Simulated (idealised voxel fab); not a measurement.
Module name: voxel released beams (process module)
Section cut is 285 nm wide and gridded with 5 nm square cells.
Each cross-section below is a grid of square cells, stated as bands in top-down order, with one or more rows of cells making up each band.
What a band's entry tells you: where the top is and where the bottom is, as heights in nm, and after that what lies inside, material by material from left to right, each with its width in nm. Empty space is written as the word "air", and a single material marked with the word "all across" occupies the band from edge to edge.
Height 0 is the level under which the wafer as received is all one material. The lowest band goes on downwards, as in "top 0, no bottom".
Quick explanation for "30..40": the width changes in equal steps down the rows of cells, from the first number in the band's top row to the second number in its bottom row.
A step reported as "same as before" is a step in which no cell of the cross-section changed.
Empty spaces counting at least 8 cells and having no open way to the top are listed in "Unvented voids". The notation width x height at distance is used for each, the distance being from the left edge and all three values in nm.
Step line, after settings: the simulator's comment on this step.
overlay nm: mask right of planned place by this much (step with mask). Neg. = left.

## Steps planned for the process
| 1 | RECEIVE: material Si |
| 2 | CONFORMAL_DEP: material Al2O3, thk nm 5 |
| 3 | DIRECTIONAL_DEP: material SiO2, thk nm 20 |
| 4 | PATTERN: tone open, mask id ANCHOR, material resist, width nm 35, thk nm 15, overlay nm 0 |
| 5 | DIRECTIONAL_ETCH: etch materials SiO2, depth nm 20 |
| 6 | STRIP: etch materials resist |
| 7 | CONFORMAL_DEP: material W, thk nm 15 |
| 8 | MASKED_ETCH: tone cover, mask id BEAM, width nm 95, etch materials W, depth nm 15, overlay nm 0 |
| 9 | STRIP: etch materials SiO2 |

## First wafer out of two, processed as planned

## Delivered wafer in cross-section: state after step 1
- top 0, no bottom: Si all across
- Unvented voids: none

## Cross-section through the wafer, step 2 finished
- top 5, bottom 0: Al2O3 all across
- Unchanged below 0.

## Cross-section through the wafer, step 3 finished
- top 25, bottom 5: SiO2 all across
- Unchanged below 5.

## Cross-section through the wafer, step 4 finished
- top 40, bottom 25: resist (95) | air (35) | resist (155)
- Unchanged below 25.

## Cross-section through the wafer, step 5 finished
- top 40, bottom 25: resist (95) | air (35) | resist (155)
- top 25, bottom 5: SiO2 (95) | air (35) | SiO2 (155)
- Unchanged below 5.

## Cross-section through the wafer, step 6 finished
- top 25, bottom 5: SiO2 (95) | air (35) | SiO2 (155)
- Unchanged below 5.

## Cross-section through the wafer, step 7 finished
- top 40, bottom 25: W (110) | air (5) | W (170)
- top 25, bottom 20: SiO2 (95) | W (15) | air (5) | W (15) | SiO2 (155)
- top 20, bottom 5: SiO2 (95) | W (35) | SiO2 (155)
- Unchanged below 5.

## Cross-section through the wafer, step 8 finished
- top 40, bottom 25: air (90) | W (20) | air (5) | W (70) | air (100)
- Unchanged below 25.

## Cross-section through the wafer, step 9 finished
- top 40, bottom 25: air (90) | W (20) | air (5) | W (70) | air (100)
- top 25, bottom 20: air (95) | W (15) | air (5) | W (15) | air (155)
- top 20, bottom 5: air (95) | W (35) | air (155)
- Unchanged below 5.

## It is to be noted that the second wafer proceeded from the same initial state and according to the same plan as the first, although one mistake was committed in its execution; through step 3, inclusive, the two wafers share an identical history

## Here is the second wafer in cross-section at the point where step 4 of the plan should have been done
- top 40, bottom 25: air (95) | resist (35) | air (155)
- Unchanged below 25.

## Here is the second wafer in cross-section at the point where step 5 of the plan should have been done
- top 40, bottom 25: air (95) | resist (35) | air (155)
- top 25, bottom 5: air (95) | SiO2 (35) | air (155)
- Unchanged below 5.

## Here is the second wafer in cross-section at the point where step 6 of the plan should have been done
- top 25, bottom 5: air (95) | SiO2 (35) | air (155)
- Unchanged below 5.

## Here is the second wafer in cross-section at the point where step 7 of the plan should have been done
- top 40, bottom 25: air (80) | W (65) | air (140)
- top 25, bottom 20: air (80) | W (15) | SiO2 (35) | W (15) | air (140)
- top 20, bottom 5: W (95) | SiO2 (35) | W (155)
- Unchanged below 5.

## Here is the second wafer in cross-section at the point where step 8 of the plan should have been done
- top 40, bottom 25: air (90) | W (55) | air (140)
- top 25, bottom 20: air (80) | W (15) | SiO2 (35) | W (15) | air (140)
- top 20, bottom 5: air (80) | W (15) | SiO2 (35) | W (55) | air (100)
- Unchanged below 5.

Here is the second wafer in cross-section at the point where step 9 of the plan should have been done: same as before
Against the plan, the run slipped here: step 4, actual vs plan mismatch, actual run PATTERN: tone cover, mask id ANCHOR, material resist, width nm 35, thk nm 15, overlay nm 0
Cell-count delta at end, second wafer over first, by material: SiO2: 28 more
